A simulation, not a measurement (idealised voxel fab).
A process module follows: voxel gate over fins.
In the cross-section labelled cut, the width is 290 nm and each square cell is 5 nm.
Cross-section layout: square cells on a grid; listed as bands, top to bottom; a band spans one or more cell rows. For a band, the entry starts with two heights in nm, that of the top and then that of the bottom, and carries on with the band's materials in order from left to right, each alongside its width in nm; the word "full width" beside a single material means it fills the band edge to edge, and "air" means empty space. Basically, 0 is our baseline, since under it the wafer straight out of the box is all one material. The bottom band has no lower end and keeps on going down, so it looks like "0 -> down". With a width like "30->40", each row of cells in the band differs from the next by the same amount, the top row carrying the first number and the bottom row the second. Given "nothing was modified" for a step, no cell of the cross-section differs between before and after that step. "Unvented cavities" enumerates empty spaces isolated from the top, with no open way to it, that contain at least 8 cells, giving each as width x height at distance from the left edge, all three in nm. Note: text after step settings on the step line = simulator remark on that step. overlay nm, on a step with a mask: how far to the right of its planned place the mask lay; to the left if negative.

Process steps - plan
| 1 | RECEIVE (material Si) |
| 2 | CONFORMAL_DEP (material SiN; thk nm 5) |
| 3 | MASKED_ETCH (tone cover; mask id FINS; width nm 15; pitch nm 40; etch materials SiN; depth nm 5; overlay nm 0) |
| 4 | MASKED_ETCH (tone cover; mask id FINS; width nm 15; pitch nm 40; etch materials Si; depth nm 30; overlay nm 0) |
| 5 | FILL_DEP (material SiO2; thk nm 10) |
| 6 | CMP (height nm 5) |
| 7 | SELECTIVE_ETCH (etch materials SiO2; depth nm 15) |
| 8 | STRIP (etch materials SiN) |
| 9 | CONFORMAL_DEP (material HfO2; thk nm 5) |
| 10 | CONFORMAL_DEP (material TiN; thk nm 5) |
| 11 | CONFORMAL_DEP (material TiAl; thk nm 5) |
| 12 | CONFORMAL_DEP (material TiN; thk nm 5) |
| 13 | FILL_DEP (material W; thk nm 10) |
| 14 | CMP (height nm 25) |
| 15 | CONFORMAL_DEP (material SiCN; thk nm 10) |

The first of the two wafers, which ran as planned

Cross-section of the wafer as it came to us, i.e., already through step 1
* 0 -> down | Si full width
* Unvented cavities: none

Step 2 complete: cross-section through the wafer
* 5 -> 0 | SiN full width
* At heights below 0, the structure remains unaltered.

Step 3 complete: cross-section through the wafer
* 5 -> 0 | air=115 / SiN=15 / air=25 / SiN=15 / air=120
* At heights below 0, the structure remains unaltered.

Step 4 complete: cross-section through the wafer
* 5 -> 0 | air=115 / SiN=15 / air=25 / SiN=15 / air=120
* 0 -> -30 | air=115 / Si=15 / air=25 / Si=15 / air=120
* At heights below -30, the structure remains unaltered.

Step 5 complete: cross-section through the wafer
* 15 -> 5 | SiO2 full width
* 5 -> 0 | SiO2=115 / SiN=15 / SiO2=25 / SiN=15 / SiO2=120
* 0 -> -30 | SiO2=115 / Si=15 / SiO2=25 / Si=15 / SiO2=120
* At heights below -30, the structure remains unaltered.

Step 6 complete: cross-section through the wafer
* 5 -> 0 | SiO2=115 / SiN=15 / SiO2=25 / SiN=15 / SiO2=120
* At heights below 0, the structure remains unaltered.

Step 7 complete: cross-section through the wafer
* 5 -> 0 | air=115 / SiN=15 / air=25 / SiN=15 / air=120
* 0 -> -10 | air=115 / Si=15 / air=25 / Si=15 / air=120
* At heights below -10, the structure remains unaltered.

Step 8 complete: cross-section through the wafer
* 0 -> -10 | air=115 / Si=15 / air=25 / Si=15 / air=120
* At heights below -10, the structure remains unaltered.

Step 9 complete: cross-section through the wafer
* 5 -> 0 | air=110 / HfO2=25 / air=15 / HfO2=25 / air=115
* 0 -> -5 | air=110 / HfO2=5 / Si=15 / HfO2=5 / air=15 / HfO2=5 / Si=15 / HfO2=5 / air=115
* -5 -> -10 | HfO2=115 / Si=15 / HfO2=25 / Si=15 / HfO2=120
* At heights below -10, the structure remains unaltered.

Step 10 complete: cross-section through the wafer
* 10 -> 5 | air=105 / TiN=35 / air=5 / TiN=35 / air=110
* 5 -> 0 | air=105 / TiN=5 / HfO2=25 / TiN=5 / air=5 / TiN=5 / HfO2=25 / TiN=5 / air=110
* 0 -> -5 | TiN=110 / HfO2=5 / Si=15 / HfO2=5 / TiN=15 / HfO2=5 / Si=15 / HfO2=5 / TiN=115
* At heights below -5, the structure remains unaltered.

Step 11 complete: cross-section through the wafer
* 15 -> 10 | air=100 / TiAl=85 / air=105
* 10 -> 5 | air=100 / TiAl=5 / TiN=35 / TiAl=5 / TiN=35 / TiAl=5 / air=105
* 5 -> 0 | TiAl=105 / TiN=5 / HfO2=25 / TiN=5 / TiAl=5 / TiN=5 / HfO2=25 / TiN=5 / TiAl=110
* At heights below 0, the structure remains unaltered.

Step 12 complete: cross-section through the wafer
* 20 -> 15 | air=95 / TiN=95 / air=100
* 15 -> 10 | air=95 / TiN=5 / TiAl=85 / TiN=5 / air=100
* 10 -> 5 | TiN=100 / TiAl=5 / TiN=35 / TiAl=5 / TiN=35 / TiAl=5 / TiN=105
* At heights below 5, the structure remains unaltered.

Step 13 complete: cross-section through the wafer
* 30 -> 20 | W full width
* 20 -> 15 | W=95 / TiN=95 / W=100
* 15 -> 10 | W=95 / TiN=5 / TiAl=85 / TiN=5 / W=100
* At heights below 10, the structure remains unaltered.

Step 14 complete: cross-section through the wafer
* 25 -> 20 | W full width
* At heights below 20, the structure remains unaltered.

Step 15 complete: cross-section through the wafer
* 35 -> 25 | SiCN full width
* At heights below 25, the structure remains unaltered.

Second wafer, same starting conditions and recipe as the first, one mistake in executing it, nothing differs from the first up to and including step 12

Second wafer, cut view, end of step 13 per plan
* 30 -> 20 | SiCN full width
* 20 -> 15 | SiCN=95 / TiN=95 / SiCN=100
* 15 -> 10 | SiCN=95 / TiN=5 / TiAl=85 / TiN=5 / SiCN=100
* At heights below 10, the structure remains unaltered.

Second wafer, cut view, end of step 14 per plan
* 25 -> 20 | SiCN full width
* At heights below 20, the structure remains unaltered.

Second wafer, cut view, end of step 15 per plan
* 35 -> 20 | SiCN full width
* At heights below 20, the structure remains unaltered.
Deviation from plan: step 13 off recipe, ran as FILL_DEP (material SiCN; thk nm 10)
Final comparison by cell count, materials where the second wafer has more or fewer than the first: SiCN: 136 more, W: 136 fewer
